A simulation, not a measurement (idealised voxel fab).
process module | voxel trench capacitor
cross-section cut | 240 nm wide | cells 5 nm
A cross-section is a grid of square cells, given in bands from the top down. A band is one or more rows of cells.
Each band's line starts with the height of the band's top and of its bottom, in nm. Then come its materials from left to right, each with its width in nm. One material with "throughout" fills the band from edge to edge. "air" is empty space.
Height 0 is the level under which the wafer as received is all one material. The lowest band goes on downwards, as in "0 down".
A width such as "30 to 40" changes by the same amount from each row of cells to the next, from the band's top row to its bottom row.
"no change" after a step means that no cell of the cross-section changed.
closed voids: empty space of 8 cells or more with no open way to the top, each as width x height at its distance from the left edge, in nm
after a step's settings: what the simulator itself notes on the step
overlay nm, on a step with a mask: how far to the right of its planned place the mask lay; to the left if negative
plan
1 op RECEIVE | material Si
2 op CONFORMAL_DEP | material SiN | thk nm 5
3 op PATTERN | tone open | mask id TRENCH | material resist | width nm 25 | pitch nm 40 | thk nm 15 | overlay nm 0
4 op DIRECTIONAL_ETCH | etch materials SiN | depth nm 5
5 op DIRECTIONAL_ETCH | etch materials Si | depth nm 40
6 op STRIP | etch materials resist
7 op CONFORMAL_DEP | material Al2O3 | thk nm 5
8 op CONFORMAL_DEP | material TiN | thk nm 5
9 op FILL_DEP | material W | thk nm 5
10 op CMP | height nm 5
as received, after step 1
  0 down: Si throughout
  closed voids: none
a wafer at the end: this start, this plan, one mistake
  15 to 10: TiN 55 | W 5 | TiN 35 | W 5 | TiN 35 | W 5 | TiN 35 | W 5 | TiN 60
  10 to 5: Al2O3 50 | TiN 5 | W 5 | TiN 5 | Al2O3 25 | TiN 5 | W 5 | TiN 5 | Al2O3 25 | TiN 5 | W 5 | TiN 5 | Al2O3 25 | TiN 5 | W 5 | TiN 5 | Al2O3 55
  5 to 0: SiN 45 | Al2O3 5 | TiN 5 | W 5 | TiN 5 | Al2O3 5 | SiN 15 | Al2O3 5 | TiN 5 | W 5 | TiN 5 | Al2O3 5 | SiN 15 | Al2O3 5 | TiN 5 | W 5 | TiN 5 | Al2O3 5 | SiN 15 | Al2O3 5 | TiN 5 | W 5 | TiN 5 | Al2O3 5 | SiN 50
  0 to -30: Si 45 | Al2O3 5 | TiN 5 | W 5 | TiN 5 | Al2O3 5 | Si 15 | Al2O3 5 | TiN 5 | W 5 | TiN 5 | Al2O3 5 | Si 15 | Al2O3 5 | TiN 5 | W 5 | TiN 5 | Al2O3 5 | Si 15 | Al2O3 5 | TiN 5 | W 5 | TiN 5 | Al2O3 5 | Si 50
  -30 to -35: Si 45 | Al2O3 5 | TiN 15 | Al2O3 5 | Si 15 | Al2O3 5 | TiN 15 | Al2O3 5 | Si 15 | Al2O3 5 | TiN 15 | Al2O3 5 | Si 15 | Al2O3 5 | TiN 15 | Al2O3 5 | Si 50
  -35 to -40: Si 45 | Al2O3 25 | Si 15 | Al2O3 25 | Si 15 | Al2O3 25 | Si 15 | Al2O3 25 | Si 50
  -40 down: Si throughout
  closed voids: none
what went wrong: step 10 ran as: op CMP | height nm 15
